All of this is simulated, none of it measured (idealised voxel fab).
process module | voxel self aligned vias
cross-section cut | 155 nm wide | cells 5 nm
A cross-section is a grid of square cells, given in bands from the top down. A band is one or more rows of cells.
Each band's line starts with the height of the band's top and of its bottom, in nm. Then come its materials from left to right, each with its width in nm. One material with "throughout" fills the band from edge to edge. "air" is empty space.
Height 0 is the level under which the wafer as received is all one material. The lowest band goes on downwards, as in "0 down".
A width such as "30 to 40" changes by the same amount from each row of cells to the next, from the band's top row to its bottom row.
"no change" after a step means that no cell of the cross-section changed.
closed voids: empty space of 8 cells or more with no open way to the top, each as width x height at its distance from the left edge, in nm
after a step's settings: what the simulator itself notes on the step
overlay nm, on a step with a mask: how far to the right of its planned place the mask lay; to the left if negative
plan
1 op RECEIVE | material Si
2 op CONFORMAL_DEP | material SiO2 | thk nm 15
3 op CONFORMAL_DEP | material SiCN | thk nm 5
4 op DIRECTIONAL_DEP | material lowk | thk nm 30
5 op MASKED_ETCH | tone open | mask id LINES | width nm 30 | pitch nm 60 | etch materials lowk | depth nm 30 | overlay nm 0
6 op CONFORMAL_DEP | material TiN | thk nm 5
7 op FILL_DEP | material W | thk nm 5
8 op CMP | height nm 50
9 op SELECTIVE_ETCH | etch materials W Ru TiN | depth nm 5
10 op FILL_DEP | material SiN | thk nm 10
11 op CMP | height nm 50
12 op DIRECTIONAL_DEP | material lowk | thk nm 20
13 op DIRECTIONAL_DEP | material aC | thk nm 10
14 op PATTERN | tone open | mask id VIAS | material resist | width nm 40 | pitch nm 60 | thk nm 25 | overlay nm 0
15 op DIRECTIONAL_ETCH | etch materials aC | depth nm 10
16 op STRIP | etch materials resist
17 op DIRECTIONAL_ETCH | etch materials lowk | depth nm 20
18 op DIRECTIONAL_ETCH | etch materials SiN | depth nm 5
19 op STRIP | etch materials aC
20 op CONFORMAL_DEP | material TiN | thk nm 5
21 op FILL_DEP | material Ru | thk nm 5
22 op CMP | height nm 70
23 op CONFORMAL_DEP | material SiN | thk nm 5
first wafer, as planned
as received, after step 1
  0 down: Si throughout
  closed voids: none
after step 2
  15 to 0: SiO2 throughout
  below 0: unchanged
after step 3
  20 to 15: SiCN throughout
  below 15: unchanged
after step 4
  50 to 20: lowk throughout
  below 20: unchanged
after step 5
  50 to 20: lowk 30 | air 30 | lowk 30 | air 30 | lowk 35
  below 20: unchanged
after step 6
  55 to 50: TiN 35 | air 20 | TiN 40 | air 20 | TiN 40
  50 to 25: lowk 30 | TiN 5 | air 20 | TiN 5 | lowk 30 | TiN 5 | air 20 | TiN 5 | lowk 35
  25 to 20: lowk 30 | TiN 30 | lowk 30 | TiN 30 | lowk 35
  below 20: unchanged
after step 7
  60 to 55: W throughout
  55 to 50: TiN 35 | W 20 | TiN 40 | W 20 | TiN 40
  50 to 25: lowk 30 | TiN 5 | W 20 | TiN 5 | lowk 30 | TiN 5 | W 20 | TiN 5 | lowk 35
  below 25: unchanged
after step 8
  50 to 25: lowk 30 | TiN 5 | W 20 | TiN 5 | lowk 30 | TiN 5 | W 20 | TiN 5 | lowk 35
  below 25: unchanged
after step 9
  50 to 45: lowk 30 | air 30 | lowk 30 | air 30 | lowk 35
  below 45: unchanged
after step 10
  60 to 50: SiN throughout
  50 to 45: lowk 30 | SiN 30 | lowk 30 | SiN 30 | lowk 35
  below 45: unchanged
after step 11
  50 to 45: lowk 30 | SiN 30 | lowk 30 | SiN 30 | lowk 35
  below 45: unchanged
after step 12
  70 to 50: lowk throughout
  below 50: unchanged
after step 13
  80 to 70: aC throughout
  below 70: unchanged
after step 14
  105 to 80: resist 25 | air 40 | resist 20 | air 40 | resist 30
  below 80: unchanged
after step 15
  95 to 80: resist 25 | air 40 | resist 20 | air 40 | resist 30
  80 to 70: aC 25 | air 40 | aC 20 | air 40 | aC 30
  below 70: unchanged
after step 16
  80 to 70: aC 25 | air 40 | aC 20 | air 40 | aC 30
  below 70: unchanged
after step 17
  80 to 70: aC 25 | air 40 | aC 20 | air 40 | aC 30
  70 to 50: lowk 25 | air 40 | lowk 20 | air 40 | lowk 30
  below 50: unchanged
after step 18
  80 to 70: aC 25 | air 40 | aC 20 | air 40 | aC 30
  70 to 50: lowk 25 | air 40 | lowk 20 | air 40 | lowk 30
  50 to 45: lowk 30 | air 30 | lowk 30 | air 30 | lowk 35
  below 45: unchanged
after step 19
  70 to 50: lowk 25 | air 40 | lowk 20 | air 40 | lowk 30
  below 50: unchanged
after step 20
  75 to 70: TiN 30 | air 30 | TiN 30 | air 30 | TiN 35
  70 to 55: lowk 25 | TiN 5 | air 30 | TiN 5 | lowk 20 | TiN 5 | air 30 | TiN 5 | lowk 30
  55 to 50: lowk 25 | TiN 10 | air 20 | TiN 10 | lowk 20 | TiN 10 | air 20 | TiN 10 | lowk 30
  50 to 45: lowk 30 | TiN 30 | lowk 30 | TiN 30 | lowk 35
  below 45: unchanged
after step 21
  80 to 75: Ru throughout
  75 to 70: TiN 30 | Ru 30 | TiN 30 | Ru 30 | TiN 35
  70 to 55: lowk 25 | TiN 5 | Ru 30 | TiN 5 | lowk 20 | TiN 5 | Ru 30 | TiN 5 | lowk 30
  55 to 50: lowk 25 | TiN 10 | Ru 20 | TiN 10 | lowk 20 | TiN 10 | Ru 20 | TiN 10 | lowk 30
  below 50: unchanged
after step 22
  70 to 55: lowk 25 | TiN 5 | Ru 30 | TiN 5 | lowk 20 | TiN 5 | Ru 30 | TiN 5 | lowk 30
  below 55: unchanged
after step 23
  75 to 70: SiN throughout
  below 70: unchanged
second wafer: like start, like plan, one mistake. Through step 4 it matches the first wafer
when step 5 should have ended
  50 to 20: air 30 | lowk 30 | air 30 | lowk 30 | air 35
  below 20: unchanged
when step 6 should have ended
  55 to 50: air 25 | TiN 40 | air 20 | TiN 40 | air 30
  50 to 25: air 25 | TiN 5 | lowk 30 | TiN 5 | air 20 | TiN 5 | lowk 30 | TiN 5 | air 30
  25 to 20: TiN 30 | lowk 30 | TiN 30 | lowk 30 | TiN 35
  below 20: unchanged
when step 7 should have ended
  60 to 55: W throughout
  55 to 50: W 25 | TiN 40 | W 20 | TiN 40 | W 30
  50 to 25: W 25 | TiN 5 | lowk 30 | TiN 5 | W 20 | TiN 5 | lowk 30 | TiN 5 | W 30
  below 25: unchanged
when step 8 should have ended
  50 to 25: W 25 | TiN 5 | lowk 30 | TiN 5 | W 20 | TiN 5 | lowk 30 | TiN 5 | W 30
  below 25: unchanged
when step 9 should have ended
  50 to 45: air 30 | lowk 30 | air 30 | lowk 30 | air 35
  below 45: unchanged
when step 10 should have ended
  60 to 50: SiN throughout
  50 to 45: SiN 30 | lowk 30 | SiN 30 | lowk 30 | SiN 35
  below 45: unchanged
when step 11 should have ended
  50 to 45: SiN 30 | lowk 30 | SiN 30 | lowk 30 | SiN 35
  below 45: unchanged
when step 12 should have ended
  70 to 50: lowk throughout
  below 50: unchanged
when step 13 should have ended
  80 to 70: aC throughout
  below 70: unchanged
when step 14 should have ended
  105 to 80: resist 25 | air 40 | resist 20 | air 40 | resist 30
  below 80: unchanged
when step 15 should have ended
  95 to 80: resist 25 | air 40 | resist 20 | air 40 | resist 30
  80 to 70: aC 25 | air 40 | aC 20 | air 40 | aC 30
  below 70: unchanged
when step 16 should have ended
  80 to 70: aC 25 | air 40 | aC 20 | air 40 | aC 30
  below 70: unchanged
when step 17 should have ended
  80 to 70: aC 25 | air 40 | aC 20 | air 40 | aC 30
  70 to 50: lowk 25 | air 40 | lowk 20 | air 40 | lowk 30
  below 50: unchanged
when step 18 should have ended
  80 to 70: aC 25 | air 40 | aC 20 | air 40 | aC 30
  70 to 50: lowk 25 | air 40 | lowk 20 | air 40 | lowk 30
  50 to 45: SiN 25 | air 5 | lowk 30 | air 5 | SiN 20 | air 5 | lowk 30 | air 5 | SiN 30
  below 45: unchanged
when step 19 should have ended
  70 to 50: lowk 25 | air 40 | lowk 20 | air 40 | lowk 30
  below 50: unchanged
when step 20 should have ended
  75 to 70: TiN 30 | air 30 | TiN 30 | air 30 | TiN 35
  70 to 55: lowk 25 | TiN 5 | air 30 | TiN 5 | lowk 20 | TiN 5 | air 30 | TiN 5 | lowk 30
  55 to 50: lowk 25 | TiN 40 | lowk 20 | TiN 40 | lowk 30
  50 to 45: SiN 25 | TiN 5 | lowk 30 | TiN 5 | SiN 20 | TiN 5 | lowk 30 | TiN 5 | SiN 30
  below 45: unchanged
when step 21 should have ended
  80 to 75: Ru throughout
  75 to 70: TiN 30 | Ru 30 | TiN 30 | Ru 30 | TiN 35
  70 to 55: lowk 25 | TiN 5 | Ru 30 | TiN 5 | lowk 20 | TiN 5 | Ru 30 | TiN 5 | lowk 30
  below 55: unchanged
when step 22 should have ended
  70 to 55: lowk 25 | TiN 5 | Ru 30 | TiN 5 | lowk 20 | TiN 5 | Ru 30 | TiN 5 | lowk 30
  below 55: unchanged
when step 23 should have ended
  75 to 70: SiN throughout
  below 70: unchanged
what went wrong: step 5 ran as: op MASKED_ETCH | tone cover | mask id LINES | width nm 30 | pitch nm 60 | etch materials lowk | depth nm 30 | overlay nm 0
at the end the second wafer has, in cells: 8 fewer of Ru | 15 more of SiN | 7 more of TiN | 28 more of W | 42 fewer of lowk
